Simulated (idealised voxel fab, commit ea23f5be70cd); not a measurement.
Process module, titled voxel gate over fins
The cross-section shown here is cut; it is 270 nm wide and divided into square cells measuring 5 nm on a side.
Reading order for cross-sections: top band down to bottom band. Underlying form: a grid of square cells. Band size: one or more rows of cells.
Read a band's entry like this: the first values are the height of its top and the height of its bottom in nm, and what follows is the sequence of materials from left to right, each with its width in nm. Note that "air" is empty space, and that a single material marked "all across" reaches across the band from edge to edge.
Heights are expressed relative to 0, this being the level below which the as-received wafer comprises one material exclusively. The lowest band is unbounded in the downward direction and is denoted as in "0 and below".
It should be noted that a width expressed as "30..40" varies in equal increments from row to row of cells within the band, taking the value of the first number at the top row and that of the second number at the bottom row.
"nothing different", as given for a step, is the statement that not any cell of the cross-section underwent a change during that step.
The list in "Enclosed internal voids" covers empty spaces of 8 cells or more that cannot reach the top through any open way, and it gives each as width x height at distance; the distance is from the left edge, and width, height and distance are in nm.
Anything after a step's settings on that line? It's the simulator's own note about the step.
Regarding "overlay nm": on a step with a mask, it is the distance the mask lay to the right of its planned place; a negative value places it to the left.
[The planned process steps are enumerated hereunder]
1: RECEIVE, material Si
2: CONFORMAL_DEP, material SiN, thk nm 10
3: PATTERN, tone cover, mask id FINS, material resist, width nm 15, pitch nm 40, thk nm 20, overlay nm 0
4: DIRECTIONAL_ETCH, etch materials SiN, depth nm 10
5: DIRECTIONAL_ETCH, etch materials Si, depth nm 35
6: STRIP, etch materials resist
7: FILL_DEP, material SiO2, thk nm 15
8: CMP, height nm 10
9: SELECTIVE_ETCH, etch materials SiO2, depth nm 20
10: STRIP, etch materials SiN
11: CONFORMAL_DEP, material HfO2, thk nm 5
12: CONFORMAL_DEP, material TiN, thk nm 5
13: CONFORMAL_DEP, material TiAl, thk nm 5
14: CONFORMAL_DEP, material TiN, thk nm 5
15: FILL_DEP, material W, thk nm 10
16: CMP, height nm 25
17: CONFORMAL_DEP, material SiCN, thk nm 10
[first wafer, as planned]
[As received (post step 1): cross-section]
	0 and below = Si all across
	Enclosed internal voids: none
[Cross-sectional representation of the wafer at the conclusion of step 2]
	10 down to 0 = SiN all across
	Unchanged below 0.
[Cross-sectional representation of the wafer at the conclusion of step 3]
	30 down to 10 = air 85, then resist 15, then air 25, then resist 15, then air 25, then resist 15, then air 90
	Unchanged below 10.
[Cross-sectional representation of the wafer at the conclusion of step 4]
	30 down to 10 = air 85, then resist 15, then air 25, then resist 15, then air 25, then resist 15, then air 90
	10 down to 0 = air 85, then SiN 15, then air 25, then SiN 15, then air 25, then SiN 15, then air 90
	Unchanged below 0.
[Cross-sectional representation of the wafer at the conclusion of step 5]
	30 down to 10 = air 85, then resist 15, then air 25, then resist 15, then air 25, then resist 15, then air 90
	10 down to 0 = air 85, then SiN 15, then air 25, then SiN 15, then air 25, then SiN 15, then air 90
	0 down to -35 = air 85, then Si 15, then air 25, then Si 15, then air 25, then Si 15, then air 90
	Unchanged below -35.
[Cross-sectional representation of the wafer at the conclusion of step 6]
	10 down to 0 = air 85, then SiN 15, then air 25, then SiN 15, then air 25, then SiN 15, then air 90
	Unchanged below 0.
[Cross-sectional representation of the wafer at the conclusion of step 7]
	25 down to 10 = SiO2 all across
	10 down to 0 = SiO2 85, then SiN 15, then SiO2 25, then SiN 15, then SiO2 25, then SiN 15, then SiO2 90
	0 down to -35 = SiO2 85, then Si 15, then SiO2 25, then Si 15, then SiO2 25, then Si 15, then SiO2 90
	Unchanged below -35.
[Cross-sectional representation of the wafer at the conclusion of step 8]
	10 down to 0 = SiO2 85, then SiN 15, then SiO2 25, then SiN 15, then SiO2 25, then SiN 15, then SiO2 90
	Unchanged below 0.
[Cross-sectional representation of the wafer at the conclusion of step 9]
	10 down to 0 = air 85, then SiN 15, then air 25, then SiN 15, then air 25, then SiN 15, then air 90
	0 down to -10 = air 85, then Si 15, then air 25, then Si 15, then air 25, then Si 15, then air 90
	Unchanged below -10.
[Cross-sectional representation of the wafer at the conclusion of step 10]
	0 down to -10 = air 85, then Si 15, then air 25, then Si 15, then air 25, then Si 15, then air 90
	Unchanged below -10.
[Cross-sectional representation of the wafer at the conclusion of step 11]
	5 down to 0 = air 80, then HfO2 25, then air 15, then HfO2 25, then air 15, then HfO2 25, then air 85
	0 down to -5 = air 80, then HfO2 5, then Si 15, then HfO2 5, then air 15, then HfO2 5, then Si 15, then HfO2 5, then air 15, then HfO2 5, then Si 15, then HfO2 5, then air 85
	-5 down to -10 = HfO2 85, then Si 15, then HfO2 25, then Si 15, then HfO2 25, then Si 15, then HfO2 90
	Unchanged below -10.
[Cross-sectional representation of the wafer at the conclusion of step 12]
	10 down to 5 = air 75, then TiN 35, then air 5, then TiN 35, then air 5, then TiN 35, then air 80
	5 down to 0 = air 75, then TiN 5, then HfO2 25, then TiN 5, then air 5, then TiN 5, then HfO2 25, then TiN 5, then air 5, then TiN 5, then HfO2 25, then TiN 5, then air 80
	0 down to -5 = TiN 80, then HfO2 5, then Si 15, then HfO2 5, then TiN 15, then HfO2 5, then Si 15, then HfO2 5, then TiN 15, then HfO2 5, then Si 15, then HfO2 5, then TiN 85
	Unchanged below -5.
[Cross-sectional representation of the wafer at the conclusion of step 13]
	15 down to 10 = air 70, then TiAl 125, then air 75
	10 down to 5 = air 70, then TiAl 5, then TiN 35, then TiAl 5, then TiN 35, then TiAl 5, then TiN 35, then TiAl 5, then air 75
	5 down to 0 = TiAl 75, then TiN 5, then HfO2 25, then TiN 5, then TiAl 5, then TiN 5, then HfO2 25, then TiN 5, then TiAl 5, then TiN 5, then HfO2 25, then TiN 5, then TiAl 80
	Unchanged below 0.
[Cross-sectional representation of the wafer at the conclusion of step 14]
	20 down to 15 = air 65, then TiN 135, then air 70
	15 down to 10 = air 65, then TiN 5, then TiAl 125, then TiN 5, then air 70
	10 down to 5 = TiN 70, then TiAl 5, then TiN 35, then TiAl 5, then TiN 35, then TiAl 5, then TiN 35, then TiAl 5, then TiN 75
	Unchanged below 5.
[Cross-sectional representation of the wafer at the conclusion of step 15]
	30 down to 20 = W all across
	20 down to 15 = W 65, then TiN 135, then W 70
	15 down to 10 = W 65, then TiN 5, then TiAl 125, then TiN 5, then W 70
	Unchanged below 10.
[Cross-sectional representation of the wafer at the conclusion of step 16]
	25 down to 20 = W all across
	Unchanged below 20.
[Cross-sectional representation of the wafer at the conclusion of step 17]
	35 down to 25 = SiCN all across
	Unchanged below 25.
[The remaining wafer, second of the two, started like the first and was run to the same plan, except that one mistake was made along the way; the two coincide through step 4, inclusive]
[Cross-section: second wafer, time at which step 5 was scheduled to end]
	30 down to 10 = air 85, then resist 15, then air 25, then resist 15, then air 25, then resist 15, then air 90
	10 down to 0 = air 85, then SiN 15, then air 25, then SiN 15, then air 25, then SiN 15, then air 90
	0 down to -40 = air 85, then Si 15, then air 25, then Si 15, then air 25, then Si 15, then air 90
	Unchanged below -40.
[Cross-section: second wafer, time at which step 6 was scheduled to end]
	10 down to 0 = air 85, then SiN 15, then air 25, then SiN 15, then air 25, then SiN 15, then air 90
	Unchanged below 0.
[Cross-section: second wafer, time at which step 7 was scheduled to end]
	25 down to 10 = SiO2 all across
	10 down to 0 = SiO2 85, then SiN 15, then SiO2 25, then SiN 15, then SiO2 25, then SiN 15, then SiO2 90
	0 down to -40 = SiO2 85, then Si 15, then SiO2 25, then Si 15, then SiO2 25, then Si 15, then SiO2 90
	Unchanged below -40.
[Cross-section: second wafer, time at which step 8 was scheduled to end]
	10 down to 0 = SiO2 85, then SiN 15, then SiO2 25, then SiN 15, then SiO2 25, then SiN 15, then SiO2 90
	Unchanged below 0.
[Cross-section: second wafer, time at which step 9 was scheduled to end]
	10 down to 0 = air 85, then SiN 15, then air 25, then SiN 15, then air 25, then SiN 15, then air 90
	0 down to -10 = air 85, then Si 15, then air 25, then Si 15, then air 25, then Si 15, then air 90
	Unchanged below -10.
[Cross-section: second wafer, time at which step 10 was scheduled to end]
	0 down to -10 = air 85, then Si 15, then air 25, then Si 15, then air 25, then Si 15, then air 90
	Unchanged below -10.
[Cross-section: second wafer, time at which step 11 was scheduled to end]
	5 down to 0 = air 80, then HfO2 25, then air 15, then HfO2 25, then air 15, then HfO2 25, then air 85
	0 down to -5 = air 80, then HfO2 5, then Si 15, then HfO2 5, then air 15, then HfO2 5, then Si 15, then HfO2 5, then air 15, then HfO2 5, then Si 15, then HfO2 5, then air 85
	-5 down to -10 = HfO2 85, then Si 15, then HfO2 25, then Si 15, then HfO2 25, then Si 15, then HfO2 90
	Unchanged below -10.
[Cross-section: second wafer, time at which step 12 was scheduled to end]
	10 down to 5 = air 75, then TiN 35, then air 5, then TiN 35, then air 5, then TiN 35, then air 80
	5 down to 0 = air 75, then TiN 5, then HfO2 25, then TiN 5, then air 5, then TiN 5, then HfO2 25, then TiN 5, then air 5, then TiN 5, then HfO2 25, then TiN 5, then air 80
	0 down to -5 = TiN 80, then HfO2 5, then Si 15, then HfO2 5, then TiN 15, then HfO2 5, then Si 15, then HfO2 5, then TiN 15, then HfO2 5, then Si 15, then HfO2 5, then TiN 85
	Unchanged below -5.
[Cross-section: second wafer, time at which step 13 was scheduled to end]
	15 down to 10 = air 70, then TiAl 125, then air 75
	10 down to 5 = air 70, then TiAl 5, then TiN 35, then TiAl 5, then TiN 35, then TiAl 5, then TiN 35, then TiAl 5, then air 75
	5 down to 0 = TiAl 75, then TiN 5, then HfO2 25, then TiN 5, then TiAl 5, then TiN 5, then HfO2 25, then TiN 5, then TiAl 5, then TiN 5, then HfO2 25, then TiN 5, then TiAl 80
	Unchanged below 0.
[Cross-section: second wafer, time at which step 14 was scheduled to end]
	20 down to 15 = air 65, then TiN 135, then air 70
	15 down to 10 = air 65, then TiN 5, then TiAl 125, then TiN 5, then air 70
	10 down to 5 = TiN 70, then TiAl 5, then TiN 35, then TiAl 5, then TiN 35, then TiAl 5, then TiN 35, then TiAl 5, then TiN 75
	Unchanged below 5.
[Cross-section: second wafer, time at which step 15 was scheduled to end]
	30 down to 20 = W all across
	20 down to 15 = W 65, then TiN 135, then W 70
	15 down to 10 = W 65, then TiN 5, then TiAl 125, then TiN 5, then W 70
	Unchanged below 10.
[Cross-section: second wafer, time at which step 16 was scheduled to end]
	25 down to 20 = W all across
	Unchanged below 20.
[Cross-section: second wafer, time at which step 17 was scheduled to end]
	35 down to 25 = SiCN all across
	Unchanged below 25.
So what did we get wrong on this run? step 5 was processed under conditions differing from the plan, specifically as DIRECTIONAL_ETCH, etch materials Si, depth nm 40
Counted in cells at the end, the second wafer holds more or fewer of these materials than the first: Si: 45 fewer; SiO2: 45 more
